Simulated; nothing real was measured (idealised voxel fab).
Name of the process module below: voxel wiring stack
Square cells of 5 nm make up the cross-section cut, whose width is 160 nm.
When this document writes out a cross-section, it uses a grid of square cells and lists it as bands, beginning at the top and moving down, with a band standing for one or more rows of cells. Per band: top height and bottom height in nm, followed by the left-to-right materials and their widths in nm; "edge to edge" marks a single material spanning edge to edge, "empty" marks empty space. The reference from which all heights are counted is 0, the level beneath which the as-received wafer is entirely one material; the lowest band, having no lower bound, proceeds downward and is written after the example "0 and below". With a width like "30->40", each row of cells in the band differs from the next by the same amount, the top row carrying the first number and the bottom row the second. Where the words "no change" appear for a step, the cross-section shows no cell changed by that step; every cell remained as before. Closed-off voids of 8+ cells (no open route to the top) go in "Fully closed voids", written width x height at distance from the left edge, in nm. Anything after a step's settings on that line? It's the simulator's own note about the step. "overlay nm" on a masked step: distance the mask lay right of its planned place, negative for left.

# Process steps foreseen in the plan
1. op RECEIVE | material Si
2. op CONFORMAL_DEP | material SiO2 | thk nm 15
3. op CONFORMAL_DEP | material SiCN | thk nm 5
4. op DIRECTIONAL_DEP | material lowk | thk nm 20
5. op DIRECTIONAL_DEP | material aC | thk nm 15
6. op PATTERN | tone open | mask id METAL_1 | material resist | width nm 25 | pitch nm 45 | thk nm 30 | overlay nm 0
7. op DIRECTIONAL_ETCH | etch materials aC | depth nm 15
8. op STRIP | etch materials resist
9. op DIRECTIONAL_ETCH | etch materials lowk | depth nm 20
10. op DIRECTIONAL_ETCH | etch materials SiCN | depth nm 5
11. op STRIP | etch materials aC
12. op CONFORMAL_DEP | material TiN | thk nm 5
13. op FILL_DEP | material Cu | thk nm 5
14. op CMP | height nm 40
15. op CONFORMAL_DEP | material SiCN | thk nm 5
16. op DIRECTIONAL_DEP | material lowk | thk nm 15
17. op MASKED_ETCH | tone open | mask id PLUG_1 | width nm 15 | pitch nm 45 | etch materials lowk | depth nm 15 | overlay nm 0
18. op MASKED_ETCH | tone open | mask id PLUG_1 | width nm 15 | pitch nm 45 | etch materials SiCN | depth nm 5 | overlay nm 0
19. op EPI | material Ru | thk nm 10
20. op EPI | material Ru | thk nm 10
21. op CONFORMAL_DEP | material SiCN | thk nm 5
22. op DIRECTIONAL_DEP | material SiO2 | thk nm 20
23. op PATTERN | tone open | mask id METAL_2 | material resist | width nm 25 | pitch nm 45 | thk nm 15 | overlay nm 0
24. op DIRECTIONAL_ETCH | etch materials SiO2 | depth nm 20
25. op DIRECTIONAL_ETCH | etch materials SiCN | depth nm 5
26. op STRIP | etch materials resist
27. op CONFORMAL_DEP | material TiN | thk nm 5
28. op FILL_DEP | material W | thk nm 10
29. op CMP | height nm 85
30. op CONFORMAL_DEP | material SiCN | thk nm 5
31. op DIRECTIONAL_DEP | material SiO2 | thk nm 35
32. op PATTERN | tone open | mask id METAL_3_HOLES | material resist | width nm 15 | pitch nm 45 | thk nm 20 | overlay nm 0
33. op DIRECTIONAL_ETCH | etch materials SiO2 | depth nm 35
34. op STRIP | etch materials resist
35. op DIRECTIONAL_DEP | material aC | thk nm 10
36. op PATTERN | tone open | mask id METAL_3 | material resist | width nm 25 | pitch nm 45 | thk nm 30 | overlay nm 0
37. op DIRECTIONAL_ETCH | etch materials aC | depth nm 10
38. op STRIP | etch materials resist
39. op DIRECTIONAL_ETCH | etch materials SiO2 | depth nm 20
40. op DIRECTIONAL_ETCH | etch materials SiCN | depth nm 5
41. op STRIP | etch materials aC
42. op CONFORMAL_DEP | material TiN | thk nm 5
43. op FILL_DEP | material Cu | thk nm 10
44. op CMP | height nm 125
45. op CONFORMAL_DEP | material SiCN | thk nm 5
46. op DIRECTIONAL_DEP | material SiO2 | thk nm 10
47. op PATTERN | tone open | mask id PLUG_3 | material resist | width nm 15 | pitch nm 45 | thk nm 15 | overlay nm 0
48. op DIRECTIONAL_ETCH | etch materials SiO2 | depth nm 10
49. op DIRECTIONAL_ETCH | etch materials SiCN | depth nm 5
50. op STRIP | etch materials resist
51. op EPI | material Ru | thk nm 10
52. op EPI | material Ru | thk nm 5
53. op DIRECTIONAL_DEP | material TiN | thk nm 5
54. op DIRECTIONAL_DEP | material Ru | thk nm 20
55. op PATTERN | tone cover | mask id METAL_4 | material resist | width nm 25 | pitch nm 45 | thk nm 15 | overlay nm 0
56. op DIRECTIONAL_ETCH | etch materials Ru | depth nm 20
57. op DIRECTIONAL_ETCH | etch materials TiN | depth nm 5
58. op STRIP | etch materials resist
59. op CONFORMAL_DEP | material SiN | thk nm 5
60. op FILL_DEP | material lowk | thk nm 10
61. op CMP | height nm 165
62. op CONFORMAL_DEP | material SiCN | thk nm 5

# Cross-section of the wafer upon arrival, representing the state reached after step 1
	0 and below | Si edge to edge
	Fully closed voids: none

# First of two wafers at the end of the module, shown in cross-section; run carried out as planned
	170 down to 165 | SiCN edge to edge
	165 down to 145 | lowk 40 nm / SiN 5 nm / Ru 25 nm / SiN 5 nm / lowk 10 nm / SiN 5 nm / Ru 25 nm / SiN 5 nm / lowk 40 nm
	145 down to 140 | SiN 45 nm / TiN 25 nm / SiN 20 nm / TiN 25 nm / SiN 45 nm
	140 down to 130 | SiO2 45 nm / Ru 15 nm / SiO2 30 nm / Ru 15 nm / SiO2 55 nm
	130 down to 125 | SiCN 45 nm / Ru 15 nm / SiCN 30 nm / Ru 15 nm / SiCN 55 nm
	125 down to 110 | SiO2 45 nm / TiN 5 nm / Cu 15 nm / TiN 5 nm / SiO2 20 nm / TiN 5 nm / Cu 15 nm / TiN 5 nm / SiO2 45 nm
	110 down to 105 | SiO2 45 nm / TiN 5 nm / Cu 5 nm / TiN 15 nm / SiO2 20 nm / TiN 5 nm / Cu 5 nm / TiN 15 nm / SiO2 45 nm
	105 down to 90 | SiO2 45 nm / TiN 5 nm / Cu 5 nm / TiN 5 nm / SiO2 30 nm / TiN 5 nm / Cu 5 nm / TiN 5 nm / SiO2 55 nm
	90 down to 85 | SiCN 45 nm / TiN 15 nm / SiCN 30 nm / TiN 15 nm / SiCN 55 nm
	85 down to 65 | SiO2 45 nm / TiN 5 nm / W 15 nm / TiN 5 nm / SiO2 20 nm / TiN 5 nm / W 15 nm / TiN 5 nm / SiO2 45 nm
	65 down to 60 | SiCN 45 nm / TiN 25 nm / SiCN 20 nm / TiN 25 nm / SiCN 45 nm
	60 down to 45 | lowk 45 nm / Ru 15 nm / lowk 30 nm / Ru 15 nm / lowk 55 nm
	45 down to 40 | SiCN 45 nm / Ru 15 nm / SiCN 30 nm / Ru 15 nm / SiCN 55 nm
	40 down to 20 | lowk 45 nm / TiN 5 nm / Cu 15 nm / TiN 5 nm / lowk 20 nm / TiN 5 nm / Cu 15 nm / TiN 5 nm / lowk 45 nm
	20 down to 15 | SiCN 45 nm / TiN 25 nm / SiCN 20 nm / TiN 25 nm / SiCN 45 nm
	15 down to 0 | SiO2 edge to edge
	0 and below | Si edge to edge
	Fully closed voids: none

# Cross-section of the latter of the two wafers at module completion. It had an identical start and an identical plan to the former; in running it, one mistake was made
	170 down to 165 | SiCN edge to edge
	165 down to 145 | lowk 40 nm / SiN 5 nm / Ru 25 nm / SiN 5 nm / lowk 10 nm / SiN 5 nm / Ru 25 nm / SiN 5 nm / lowk 40 nm
	145 down to 140 | SiN 45 nm / TiN 25 nm / SiN 20 nm / TiN 25 nm / SiN 45 nm
	140 down to 130 | SiO2 45 nm / Ru 15 nm / SiO2 30 nm / Ru 15 nm / SiO2 55 nm
	130 down to 125 | SiCN 45 nm / Ru 15 nm / SiCN 30 nm / Ru 15 nm / SiCN 55 nm
	125 down to 110 | SiO2 45 nm / TiN 5 nm / Cu 15 nm / TiN 5 nm / SiO2 20 nm / TiN 5 nm / Cu 15 nm / TiN 5 nm / SiO2 45 nm
	110 down to 105 | SiO2 45 nm / TiN 5 nm / Cu 5 nm / TiN 15 nm / SiO2 20 nm / TiN 5 nm / Cu 5 nm / TiN 15 nm / SiO2 45 nm
	105 down to 90 | SiO2 45 nm / TiN 5 nm / Cu 5 nm / TiN 5 nm / SiO2 30 nm / TiN 5 nm / Cu 5 nm / TiN 5 nm / SiO2 55 nm
	90 down to 85 | SiCN 45 nm / TiN 15 nm / SiCN 30 nm / TiN 15 nm / SiCN 55 nm
	85 down to 65 | SiO2 45 nm / TiN 5 nm / W 15 nm / TiN 5 nm / SiO2 20 nm / TiN 5 nm / W 15 nm / TiN 5 nm / SiO2 45 nm
	65 down to 60 | SiCN 45 nm / TiN 25 nm / SiCN 20 nm / TiN 25 nm / SiCN 45 nm
	60 down to 45 | lowk 45 nm / Ru 15 nm / lowk 30 nm / Ru 15 nm / lowk 55 nm
	45 down to 40 | SiCN 45 nm / Ru 15 nm / SiCN 30 nm / Ru 15 nm / SiCN 55 nm
	40 down to 35 | TiN 50 nm / Cu 15 nm / TiN 30 nm / Cu 15 nm / TiN 50 nm
	35 down to 20 | lowk 45 nm / TiN 5 nm / Cu 15 nm / TiN 5 nm / lowk 20 nm / TiN 5 nm / Cu 15 nm / TiN 5 nm / lowk 45 nm
	20 down to 15 | lowk 45 nm / TiN 25 nm / lowk 20 nm / TiN 25 nm / lowk 45 nm
	15 down to 0 | SiO2 edge to edge
	0 and below | Si edge to edge
	Fully closed voids: none
So what did we get wrong on this run? the plan's step 3 was left out and never carried out
Looking at both finished wafers in cells, the second ends up ahead of or behind the first on some materials: SiCN: 22 fewer; TiN: 22 more
